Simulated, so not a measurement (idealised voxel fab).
Process module under the name voxel capacitor over wiring
Section cut is 230 nm wide and gridded with 5 nm square cells.
In what follows, cross-sections appear as grids of square cells, described through bands that run from the top down, where every band is one or more rows of cells.
Band: top height; bottom height; in nm. Then, left to right: material with width in nm, for each material. "all across": a single material spanning edge to edge. "empty": empty space.
Heights are expressed relative to 0, this being the level below which the as-received wafer comprises one material exclusively. The lowest band is unbounded in the downward direction and is denoted as in "0 down".
Quick explanation for "30 to 40": the width changes in equal steps down the rows of cells, from the first number in the band's top row to the second number in its bottom row.
Any step labelled "left unchanged" changed none of the cells in the cross-section.
"Trapped cavities": empty spaces of 8 cells or more with no open way to the top, each given as width x height at distance, distance from the left edge, all in nm.
On each step's line, the part that comes after the settings is the simulator's own comment on the step.
The setting "overlay nm" may be written on the line of a step. When the step uses a mask, the value reports how far to the right of the planned place the mask lay, and a negative value reports that it lay to the left.
From here on the document is pairs. In a pair, the cross-section before one process step comes with the cross-section after it, and the latter goes no deeper than the lowest band that changed. What lies in between, the step and its settings, is written under the pair. A pair may be from a different run of this module on the same starting wafer than the pair above it, so it continues from that pair only where its entry headed "Pre-process" says so.
-- Pre-process
	55 to 40: 55 aC; 25 empty; 65 aC; 25 empty; 60 aC
	40 to 15: 55 Ru; 25 empty; 65 Ru; 25 empty; 60 Ru
	15 to 10: TiN all across
	10 to 0: SiO2 all across
	0 down: Si all across
	Trapped cavities: none
-- Resultant Cross-Section
	55 to 40: 55 aC; 25 empty; 65 aC; 25 empty; 60 aC
	40 to 15: 55 Ru; 25 empty; 65 Ru; 25 empty; 60 Ru
	15 to 10: 55 TiN; 25 empty; 65 TiN; 25 empty; 60 TiN
	Whatever lies below 10 is exactly as it was before.
	Trapped cavities: none
Quick note on the step between the two cross-sections above: DIRECTIONAL_ETCH, etch materials TiN, depth nm 5
Pre-process: refer to the pair immediately above; the cross-section shown after its step is the state before this one.
-- Resultant Cross-Section
	40 to 15: 55 Ru; 25 empty; 65 Ru; 25 empty; 60 Ru
	Whatever lies below 15 is exactly as it was before.
	Trapped cavities: none
Quick note on the step between the two cross-sections above: STRIP, etch materials aC
Pre-process: refer to the pair immediately above; the cross-section shown after its step is the state before this one.
-- Resultant Cross-Section
	45 to 40: 60 SiCN; 15 empty; 75 SiCN; 15 empty; 65 SiCN
	40 to 15: 55 Ru; 5 SiCN; 15 empty; 5 SiCN; 65 Ru; 5 SiCN; 15 empty; 5 SiCN; 60 Ru
	15 to 10: 55 TiN; 25 SiCN; 65 TiN; 25 SiCN; 60 TiN
	Whatever lies below 10 is exactly as it was before.
	Trapped cavities: none
Quick note on the step between the two cross-sections above: CONFORMAL_DEP, material SiCN, thk nm 5
Pre-process: refer to the pair immediately above; the cross-section shown after its step is the state before this one.
-- Resultant Cross-Section
	55 to 45: SiO2 all across
	45 to 40: 60 SiCN; 15 SiO2; 75 SiCN; 15 SiO2; 65 SiCN
	40 to 15: 55 Ru; 5 SiCN; 15 SiO2; 5 SiCN; 65 Ru; 5 SiCN; 15 SiO2; 5 SiCN; 60 Ru
	Whatever lies below 15 is exactly as it was before.
	Trapped cavities: none
Quick note on the step between the two cross-sections above: FILL_DEP, material SiO2, thk nm 10
Pre-process: refer to the pair immediately above; the cross-section shown after its step is the state before this one.
-- Resultant Cross-Section
	40 to 15: 55 Ru; 5 SiCN; 15 SiO2; 5 SiCN; 65 Ru; 5 SiCN; 15 SiO2; 5 SiCN; 60 Ru
	Whatever lies below 15 is exactly as it was before.
	Trapped cavities: none
Quick note on the step between the two cross-sections above: CMP, height nm 40
Pre-process: refer to the pair immediately above; the cross-section shown after its step is the state before this one.
-- Resultant Cross-Section
	45 to 40: SiCN all across
	Whatever lies below 40 is exactly as it was before.
	Trapped cavities: none
Quick note on the step between the two cross-sections above: CONFORMAL_DEP, material SiCN, thk nm 5
Pre-process: refer to the pair immediately above; the cross-section shown after its step is the state before this one.
-- Resultant Cross-Section
	65 to 45: SiO2 all across
	Whatever lies below 45 is exactly as it was before.
	Trapped cavities: none
Quick note on the step between the two cross-sections above: DIRECTIONAL_DEP, material SiO2, thk nm 20
Pre-process: refer to the pair immediately above; the cross-section shown after its step is the state before this one.
-- Resultant Cross-Section
	80 to 65: 65 resist; 15 empty; 150 resist
	Whatever lies below 65 is exactly as it was before.
	Trapped cavities: none
Quick note on the step between the two cross-sections above: PATTERN, tone open, mask id PLUG_1, material resist, width nm 15, thk nm 15, overlay nm 0
Pre-process: refer to the pair immediately above; the cross-section shown after its step is the state before this one.
-- Resultant Cross-Section
	80 to 65: 65 resist; 15 empty; 150 resist
	65 to 45: 65 SiO2; 15 empty; 150 SiO2
	Whatever lies below 45 is exactly as it was before.
	Trapped cavities: none
Quick note on the step between the two cross-sections above: DIRECTIONAL_ETCH, etch materials SiO2, depth nm 20
Pre-process: refer to the pair immediately above; the cross-section shown after its step is the state before this one.
-- Resultant Cross-Section
	80 to 65: 65 resist; 15 empty; 150 resist
	65 to 45: 65 SiO2; 15 empty; 150 SiO2
	45 to 40: 65 SiCN; 15 empty; 150 SiCN
	Whatever lies below 40 is exactly as it was before.
	Trapped cavities: none
Quick note on the step between the two cross-sections above: DIRECTIONAL_ETCH, etch materials SiCN, depth nm 5
Pre-process: refer to the pair immediately above; the cross-section shown after its step is the state before this one.
-- Resultant Cross-Section
	65 to 45: 65 SiO2; 15 empty; 150 SiO2
	Whatever lies below 45 is exactly as it was before.
	Trapped cavities: none
Quick note on the step between the two cross-sections above: STRIP, etch materials resist
Pre-process: refer to the pair immediately above; the cross-section shown after its step is the state before this one.
-- Resultant Cross-Section
	70 to 65: 70 TiN; 5 empty; 155 TiN
	65 to 45: 65 SiO2; 5 TiN; 5 empty; 5 TiN; 150 SiO2
	45 to 40: 65 SiCN; 15 TiN; 150 SiCN
	Whatever lies below 40 is exactly as it was before.
	Trapped cavities: none
Quick note on the step between the two cross-sections above: CONFORMAL_DEP, material TiN, thk nm 5
Pre-process: refer to the pair immediately above; the cross-section shown after its step is the state before this one.
-- Resultant Cross-Section
	75 to 70: Ru all across
	70 to 65: 70 TiN; 5 Ru; 155 TiN
	65 to 45: 65 SiO2; 5 TiN; 5 Ru; 5 TiN; 150 SiO2
	Whatever lies below 45 is exactly as it was before.
	Trapped cavities: none
Quick note on the step between the two cross-sections above: FILL_DEP, material Ru, thk nm 5
Pre-process: refer to the pair immediately above; the cross-section shown after its step is the state before this one.
-- Resultant Cross-Section
	65 to 45: 65 SiO2; 5 TiN; 5 Ru; 5 TiN; 150 SiO2
	Whatever lies below 45 is exactly as it was before.
	Trapped cavities: none
Quick note on the step between the two cross-sections above: CMP, height nm 65
Pre-process: refer to the pair immediately above; the cross-section shown after its step is the state before this one.
-- Resultant Cross-Section
	70 to 65: TiN all across
	Whatever lies below 65 is exactly as it was before.
	Trapped cavities: none
Quick note on the step between the two cross-sections above: DIRECTIONAL_DEP, material TiN, thk nm 5
Pre-process: refer to the pair immediately above; the cross-section shown after its step is the state before this one.
-- Resultant Cross-Section
	75 to 70: HfO2 all across
	Whatever lies below 70 is exactly as it was before.
	Trapped cavities: none
Quick note on the step between the two cross-sections above: DIRECTIONAL_DEP, material HfO2, thk nm 5
Pre-process: refer to the pair immediately above; the cross-section shown after its step is the state before this one.
-- Resultant Cross-Section
	80 to 75: TiN all across
	Whatever lies below 75 is exactly as it was before.
	Trapped cavities: none
Quick note on the step between the two cross-sections above: DIRECTIONAL_DEP, material TiN, thk nm 5
Pre-process: refer to the pair immediately above; the cross-section shown after its step is the state before this one.
-- Resultant Cross-Section
	90 to 80: aC all across
	Whatever lies below 80 is exactly as it was before.
	Trapped cavities: none
Quick note on the step between the two cross-sections above: DIRECTIONAL_DEP, material aC, thk nm 10
Pre-process: refer to the pair immediately above; the cross-section shown after its step is the state before this one.
-- Resultant Cross-Section
	115 to 90: 65 empty; 70 resist; 95 empty
	Whatever lies below 90 is exactly as it was before.
	Trapped cavities: none
Quick note on the step between the two cross-sections above: PATTERN, tone cover, mask id UPPER_PLATE, material resist, width nm 70, thk nm 25, overlay nm 0
Pre-process: refer to the pair immediately above; the cross-section shown after its step is the state before this one.
-- Resultant Cross-Section
	105 to 90: 65 empty; 70 resist; 95 empty
	90 to 80: 65 empty; 70 aC; 95 empty
	Whatever lies below 80 is exactly as it was before.
	Trapped cavities: none
Quick note on the step between the two cross-sections above: DIRECTIONAL_ETCH, etch materials aC, depth nm 10
Pre-process: refer to the pair immediately above; the cross-section shown after its step is the state before this one.
-- Resultant Cross-Section
	90 to 80: 65 empty; 70 aC; 95 empty
	Whatever lies below 80 is exactly as it was before.
	Trapped cavities: none
Quick note on the step between the two cross-sections above: STRIP, etch materials resist
Pre-process: refer to the pair immediately above; the cross-section shown after its step is the state before this one.
-- Resultant Cross-Section
	90 to 80: 65 empty; 70 aC; 95 empty
	80 to 75: 65 empty; 70 TiN; 95 empty
	Whatever lies below 75 is exactly as it was before.
	Trapped cavities: none
Quick note on the step between the two cross-sections above: DIRECTIONAL_ETCH, etch materials TiN, depth nm 5
Pre-process: refer to the pair immediately above; the cross-section shown after its step is the state before this one.
-- Resultant Cross-Section
	90 to 80: 65 empty; 70 aC; 95 empty
	80 to 75: 65 empty; 70 TiN; 95 empty
	75 to 70: 65 empty; 70 HfO2; 95 empty
	Whatever lies below 70 is exactly as it was before.
	Trapped cavities: none
Quick note on the step between the two cross-sections above: DIRECTIONAL_ETCH, etch materials HfO2, depth nm 5
Pre-process: refer to the pair immediately above; the cross-section shown after its step is the state before this one.
-- Resultant Cross-Section
	80 to 75: 65 empty; 70 TiN; 95 empty
	Whatever lies below 75 is exactly as it was before.
	Trapped cavities: none
Quick note on the step between the two cross-sections above: STRIP, etch materials aC
Pre-process: refer to the pair immediately above; the cross-section shown after its step is the state before this one.
-- Resultant Cross-Section
	90 to 80: 65 empty; 70 aC; 95 empty
	80 to 75: 65 aC; 70 TiN; 95 aC
	75 to 70: 65 aC; 70 HfO2; 95 aC
	Whatever lies below 70 is exactly as it was before.
	Trapped cavities: none
Quick note on the step between the two cross-sections above: DIRECTIONAL_DEP, material aC, thk nm 10
Pre-process: refer to the pair immediately above; the cross-section shown after its step is the state before this one.
-- Resultant Cross-Section
	120 to 90: 60 empty; 80 resist; 90 empty
	90 to 80: 60 empty; 5 resist; 70 aC; 5 resist; 90 empty
	Whatever lies below 80 is exactly as it was before.
	Trapped cavities: none
Quick note on the step between the two cross-sections above: PATTERN, tone cover, mask id LOWER_PLATE, material resist, width nm 80, thk nm 30, overlay nm 0
Pre-process: refer to the pair immediately above; the cross-section shown after its step is the state before this one.
-- Resultant Cross-Section
	110 to 90: 60 empty; 80 resist; 90 empty
	90 to 80: 60 empty; 5 resist; 70 aC; 5 resist; 90 empty
	80 to 75: 60 empty; 5 aC; 70 TiN; 5 aC; 90 empty
	75 to 70: 60 empty; 5 aC; 70 HfO2; 5 aC; 90 empty
	Whatever lies below 70 is exactly as it was before.
	Trapped cavities: none
Quick note on the step between the two cross-sections above: DIRECTIONAL_ETCH, etch materials aC, depth nm 10
Pre-process: refer to the pair immediately above; the cross-section shown after its step is the state before this one.
-- Resultant Cross-Section
	90 to 80: 65 empty; 70 aC; 95 empty
	Whatever lies below 80 is exactly as it was before.
	Trapped cavities: none
Quick note on the step between the two cross-sections above: STRIP, etch materials resist
Pre-process: refer to the pair immediately above; the cross-section shown after its step is the state before this one.
-- Resultant Cross-Section
	90 to 80: 65 empty; 70 aC; 95 empty
	80 to 75: 60 empty; 5 aC; 70 TiN; 5 aC; 90 empty
	75 to 70: 60 empty; 5 aC; 70 HfO2; 5 aC; 90 empty
	70 to 65: 60 empty; 80 TiN; 90 empty
	Whatever lies below 65 is exactly as it was before.
	Trapped cavities: none
Quick note on the step between the two cross-sections above: DIRECTIONAL_ETCH, etch materials TiN, depth nm 5
Pre-process: refer to the pair immediately above; the cross-section shown after its step is the state before this one.
-- Resultant Cross-Section
	80 to 75: 65 empty; 70 TiN; 95 empty
	75 to 70: 65 empty; 70 HfO2; 95 empty
	Whatever lies below 70 is exactly as it was before.
	Trapped cavities: none
Quick note on the step between the two cross-sections above: STRIP, etch materials aC
Pre-process: refer to the pair immediately above; the cross-section shown after its step is the state before this one.
-- Resultant Cross-Section
	95 to 80: SiO2 all across
	80 to 75: 65 SiO2; 70 TiN; 95 SiO2
	75 to 70: 65 SiO2; 70 HfO2; 95 SiO2
	70 to 65: 60 SiO2; 80 TiN; 90 SiO2
	Whatever lies below 65 is exactly as it was before.
	Trapped cavities: none
Quick note on the step between the two cross-sections above: FILL_DEP, material SiO2, thk nm 15
Pre-process: refer to the pair immediately above; the cross-section shown after its step is the state before this one.
-- Resultant Cross-Section
	90 to 80: SiO2 all across
	Whatever lies below 80 is exactly as it was before.
	Trapped cavities: none
Quick note on the step between the two cross-sections above: CMP, height nm 90
Pre-process: refer to the pair immediately above; the cross-section shown after its step is the state before this one.
-- Resultant Cross-Section
	110 to 90: 75 resist; 15 empty; 140 resist
	Whatever lies below 90 is exactly as it was before.
	Trapped cavities: none
Quick note on the step between the two cross-sections above: PATTERN, tone open, mask id PLUG_2, material resist, width nm 15, thk nm 20, overlay nm 0
Pre-process: refer to the pair immediately above; the cross-section shown after its step is the state before this one.
-- Resultant Cross-Section
	110 to 90: 75 resist; 15 empty; 140 resist
	90 to 80: 75 SiO2; 15 empty; 140 SiO2
	Whatever lies below 80 is exactly as it was before.
	Trapped cavities: none
Quick note on the step between the two cross-sections above: DIRECTIONAL_ETCH, etch materials SiO2, depth nm 10
Pre-process: refer to the pair immediately above; the cross-section shown after its step is the state before this one.
-- Resultant Cross-Section
	90 to 80: 75 SiO2; 15 empty; 140 SiO2
	Whatever lies below 80 is exactly as it was before.
	Trapped cavities: none
Quick note on the step between the two cross-sections above: STRIP, etch materials resist
Pre-process: refer to the pair immediately above; the cross-section shown after its step is the state before this one.
-- Resultant Cross-Section
	95 to 90: 80 TiN; 5 empty; 145 TiN
	90 to 85: 75 SiO2; 5 TiN; 5 empty; 5 TiN; 140 SiO2
	85 to 75: 75 to 65 SiO2; 15 to 70 TiN; 140 to 95 SiO2
	Whatever lies below 75 is exactly as it was before.
	Trapped cavities: none
Quick note on the step between the two cross-sections above: CONFORMAL_DEP, material TiN, thk nm 5
Pre-process: refer to the pair immediately above; the cross-section shown after its step is the state before this one.
-- Resultant Cross-Section
	105 to 95: W all across
	95 to 90: 80 TiN; 5 W; 145 TiN
	90 to 85: 75 SiO2; 5 TiN; 5 W; 5 TiN; 140 SiO2
	Whatever lies below 85 is exactly as it was before.
	Trapped cavities: none
Quick note on the step between the two cross-sections above: FILL_DEP, material W, thk nm 10
Pre-process: refer to the pair immediately above; the cross-section shown after its step is the state before this one.
-- Resultant Cross-Section
	90 to 85: 75 SiO2; 5 TiN; 5 W; 5 TiN; 140 SiO2
	Whatever lies below 85 is exactly as it was before.
	Trapped cavities: none
Quick note on the step between the two cross-sections above: CMP, height nm 90
Pre-process: refer to the pair immediately above; the cross-section shown after its step is the state before this one.
-- Resultant Cross-Section
	95 to 90: SiN all across
	Whatever lies below 90 is exactly as it was before.
	Trapped cavities: none
Quick note on the step between the two cross-sections above: CONFORMAL_DEP, material SiN, thk nm 5
